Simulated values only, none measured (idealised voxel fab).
process module | voxel spacer lines
cross-section cut | 210 nm wide | cells 5 nm
A cross-section is a grid of square cells, given in bands from the top down. A band is one or more rows of cells.
Each band's line starts with the height of the band's top and of its bottom, in nm. Then come its materials from left to right, each with its width in nm. One material with "throughout" fills the band from edge to edge. "air" is empty space.
Height 0 is the level under which the wafer as received is all one material. The lowest band goes on downwards, as in "0 down".
A width such as "30 to 40" changes by the same amount from each row of cells to the next, from the band's top row to its bottom row.
"no change" after a step means that no cell of the cross-section changed.
closed voids: empty space of 8 cells or more with no open way to the top, each as width x height at its distance from the left edge, in nm
after a step's settings: what the simulator itself notes on the step
overlay nm, on a step with a mask: how far to the right of its planned place the mask lay; to the left if negative
plan
1 op RECEIVE | material Si
2 op CONFORMAL_DEP | material Al2O3 | thk nm 5
3 op DIRECTIONAL_DEP | material polySi | thk nm 20
4 op DIRECTIONAL_DEP | material aC | thk nm 30
5 op PATTERN | tone cover | mask id MANDREL | material resist | width nm 15 | pitch nm 70 | thk nm 40 | overlay nm 0
6 op DIRECTIONAL_ETCH | etch materials aC | depth nm 30
7 op STRIP | etch materials resist
8 op CONFORMAL_DEP | material SiN | thk nm 10
9 op DIRECTIONAL_ETCH | etch materials SiN | depth nm 10
10 op STRIP | etch materials aC
11 op DIRECTIONAL_ETCH | etch materials polySi | depth nm 20
12 op STRIP | etch materials SiN
13 op FILL_DEP | material SiO2 | thk nm 5
14 op CMP | height nm 25
varied across the wafers: width nm of step 5. The plan shows the first wafer's value. All wafers start alike
first wafer as received, after step 1
  0 down: Si throughout
  closed voids: none
first wafer at the end, after step 14
  25 to 5: SiO2 50 | polySi 10 | SiO2 15 | polySi 10 | SiO2 35 | polySi 10 | SiO2 15 | polySi 10 | SiO2 55
  5 to 0: Al2O3 throughout
  0 down: Si throughout
  closed voids: none
last wafer at the end
  25 to 5: SiO2 40 | polySi 10 | SiO2 40 | polySi 10 | SiO2 10 | polySi 10 | SiO2 40 | polySi 10 | SiO2 40
  5 to 0: Al2O3 throughout
  0 down: Si throughout
  closed voids: none
each wafer at the end: cells of each material gained (+) or lost (-) since it was received, then its closed voids
width nm 15 | +42 Al2O3 | +136 SiO2 | +32 polySi | closed voids: none
width nm 20 | +42 Al2O3 | +136 SiO2 | +32 polySi | closed voids: none
width nm 25 | +42 Al2O3 | +136 SiO2 | +32 polySi | closed voids: none
width nm 30 | +42 Al2O3 | +136 SiO2 | +32 polySi | closed voids: none
width nm 35 | +42 Al2O3 | +136 SiO2 | +32 polySi | closed voids: none
width nm 40 | +42 Al2O3 | +136 SiO2 | +32 polySi | closed voids: none
